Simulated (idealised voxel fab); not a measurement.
Process module name: voxel self aligned contacts
FYI the section here is cut, 255 nm wide, cells are 5 nm squares.
Bands, listed from the top down, are how a cross-section gets written in this document; the cross-section itself is a grid of square cells, and a band is one or more rows of them. Per band: top height and bottom height in nm, followed by the left-to-right materials and their widths in nm; "full width" marks a single material spanning edge to edge, "blank" marks empty space. Height is counted from the level 0, under which the received wafer is composed throughout of one material. The lowest of the bands is not closed at the bottom but continues downward, in the notation "0 -> down". When a width is written as two numbers, as in "30 to 40", the first number is the width in the top row of cells of the band and the second is the width in its bottom row, and the width changes by the same amount from each row to the next. "everything unchanged" after a step means that no cell of the cross-section changed. Entry "Enclosed internal cavities" = empty spaces >= 8 cells with no open way to the top; each as width x height at distance, distance from left edge, all nm. Post-settings text on a step line: simulator's own remark regarding the step. overlay nm: mask right of planned place by this much (step with mask). Neg. = left.

**Set out below are the planned steps of the process**
1: RECEIVE [material Si]
2: CONFORMAL_DEP [material SiO2] [thk nm 5]
3: DIRECTIONAL_DEP [material polySi] [thk nm 25]
4: DIRECTIONAL_DEP [material SiN] [thk nm 25]
5: PATTERN [tone cover] [mask id GATE] [material resist] [width nm 25] [pitch nm 60] [thk nm 15] [overlay nm 0]
6: DIRECTIONAL_ETCH [etch materials SiN] [depth nm 25]
7: DIRECTIONAL_ETCH [etch materials polySi] [depth nm 25]
8: STRIP [etch materials resist]
9: CONFORMAL_DEP [material SiN] [thk nm 10]
10: DIRECTIONAL_ETCH [etch materials SiN] [depth nm 10]
11: FILL_DEP [material SiO2] [thk nm 15]
12: CMP [height nm 60]
13: PATTERN [tone open] [mask id CONTACT] [material resist] [width nm 45] [thk nm 15] [overlay nm 0]
14: DIRECTIONAL_ETCH [etch materials SiO2] [depth nm 60]
15: STRIP [etch materials resist]
16: CONFORMAL_DEP [material TiN] [thk nm 5]
17: FILL_DEP [material Ru] [thk nm 5]
18: CMP [height nm 60]
19: CONFORMAL_DEP [material SiCN] [thk nm 5]

**Cross-section, incoming material, after step 1**
> 0 -> down  Si full width
> Enclosed internal cavities: none

**Here's the cross-section of the first of our two wafers at the end of the module - it ran as planned**
> 65 -> 60  SiCN full width
> 60 -> 55  SiO2=105, then TiN=20, then Ru=5, then TiN=20, then SiO2=105
> 55 -> 30  SiO2=75, then SiN=45, then TiN=5, then Ru=5, then TiN=5, then SiN=45, then SiO2=75
> 30 -> 5  SiO2=75, then SiN=10, then polySi=25, then SiN=10, then TiN=5, then Ru=5, then TiN=5, then SiN=10, then polySi=25, then SiN=10, then SiO2=75
> 5 -> 0  SiO2=120, then TiN=15, then SiO2=120
> 0 -> down  Si full width
> Enclosed internal cavities: none

**What the second wafer looks like in cross-section once the module is done. Its start and its plan matched the first wafer's exactly; what differed was one mistake in how it was run**
> 65 -> 60  SiCN full width
> 60 -> 55  SiO2=105, then TiN=45, then SiO2=105
> 55 -> 30  SiN=95, then SiO2=5, then SiN=55, then SiO2=5, then SiN=95
> 30 -> 5  polySi=85, then SiN=10, then SiO2=5, then SiN=10, then polySi=35, then SiN=10, then SiO2=5, then SiN=10, then polySi=85
> 5 -> 0  SiO2 full width
> 0 -> down  Si full width
> Enclosed internal cavities: none
What was done differently from what was planned? step 5 did not use the planned setting and instead ran as PATTERN [tone open] [mask id GATE] [material resist] [width nm 25] [pitch nm 60] [thk nm 15] [overlay nm 0]
Once processing is complete, comparing cell counts shows that the second wafer has more or fewer of certain materials than the first: Ru -11, SiN +155, SiO2 -277, TiN -22, polySi +155
